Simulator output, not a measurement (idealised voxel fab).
Name of the process module below: voxel self aligned vias
Displayed cross-section: cut, width of 265 nm, square cells sized 5 nm.
Just so we're on the same page, the cross-sections are grids of square cells, and they're listed out in bands top to bottom, each band one or more rows deep. Within each band entry, the heights of the top and of the bottom of the band appear first, in that order and in nm; the materials of the band then follow from left to right, each with its corresponding width in nm. The designation "edge to edge" on a single material indicates that it fills the band from edge to edge; the designation "blank" indicates empty space. Note: height 0 marks the level under which the wafer is uniformly one material as received. Lowest band unbounded below, written "0 down". Read "30..40" as a graded width: first number on top, second number at the bottom, same change between each pair of neighbouring rows. It should be understood that the words "changes: none", when stated for a given step, signify that the cross-section underwent no change in any of its cells during that step. This entry, "Completely sealed voids", enumerates those empty regions of no fewer than 8 cells that possess no open connection to the top. Each region is reported in the form width x height at distance, the distance being taken from the left edge, with all three quantities expressed in nm. That trailing text on a step's line, after the settings, is the simulator's own remark on the step. "overlay nm", when on a step's line for a step with a mask, measures how far to the right of its planned place the mask lay; a negative measure means to the left.

**Steps in the process plan**
- 1: RECEIVE,material Si
- 2: CONFORMAL_DEP,material SiO2,thk nm 10
- 3: CONFORMAL_DEP,material SiCN,thk nm 5
- 4: DIRECTIONAL_DEP,material SiO2,thk nm 20
- 5: MASKED_ETCH,tone open,mask id LINES,width nm 20,pitch nm 60,etch materials SiO2,depth nm 20,overlay nm 0
- 6: CONFORMAL_DEP,material TiN,thk nm 5
- 7: FILL_DEP,material Ru,thk nm 10
- 8: CMP,height nm 35
- 9: SELECTIVE_ETCH,etch materials W Ru TiN,depth nm 10
- 10: FILL_DEP,material SiN,thk nm 5
- 11: CMP,height nm 35
- 12: DIRECTIONAL_DEP,material SiO2,thk nm 20
- 13: PATTERN,tone open,mask id VIAS,material resist,width nm 30,pitch nm 60,thk nm 20,overlay nm 0
- 14: DIRECTIONAL_ETCH,etch materials SiO2,depth nm 20
- 15: DIRECTIONAL_ETCH,etch materials SiN,depth nm 10
- 16: STRIP,etch materials resist
- 17: CONFORMAL_DEP,material TiN,thk nm 5
- 18: FILL_DEP,material Ru,thk nm 10
- 19: CMP,height nm 55
- 20: CONFORMAL_DEP,material SiCN,thk nm 5

**So this is the incoming wafer in cross-section - it's already been through step 1**
  0 down: Si edge to edge
  Completely sealed voids: none

**Final cross-section, module run with one mistake (start and plan as above)**
  60 to 55: SiCN edge to edge
  55 to 35: SiO2=85, then TiN=5, then Ru=20, then TiN=5, then SiO2=30, then TiN=5, then Ru=20, then TiN=5, then SiO2=90
  35 to 30: SiN=85, then TiN=10, then Ru=10, then TiN=10, then SiN=30, then TiN=10, then Ru=10, then TiN=10, then SiN=90
  30 to 25: SiO2=90, then TiN=20, then SiO2=40, then TiN=20, then SiO2=95
  25 to 15: SiO2=90, then TiN=5, then Ru=10, then TiN=5, then SiO2=40, then TiN=5, then Ru=10, then TiN=5, then SiO2=95
  15 to 10: SiO2=90, then TiN=20, then SiO2=40, then TiN=20, then SiO2=95
  10 to 0: SiO2 edge to edge
  0 down: Si edge to edge
  Completely sealed voids: none
Misprocessing identified: step 3 of the plan: omitted, not performed
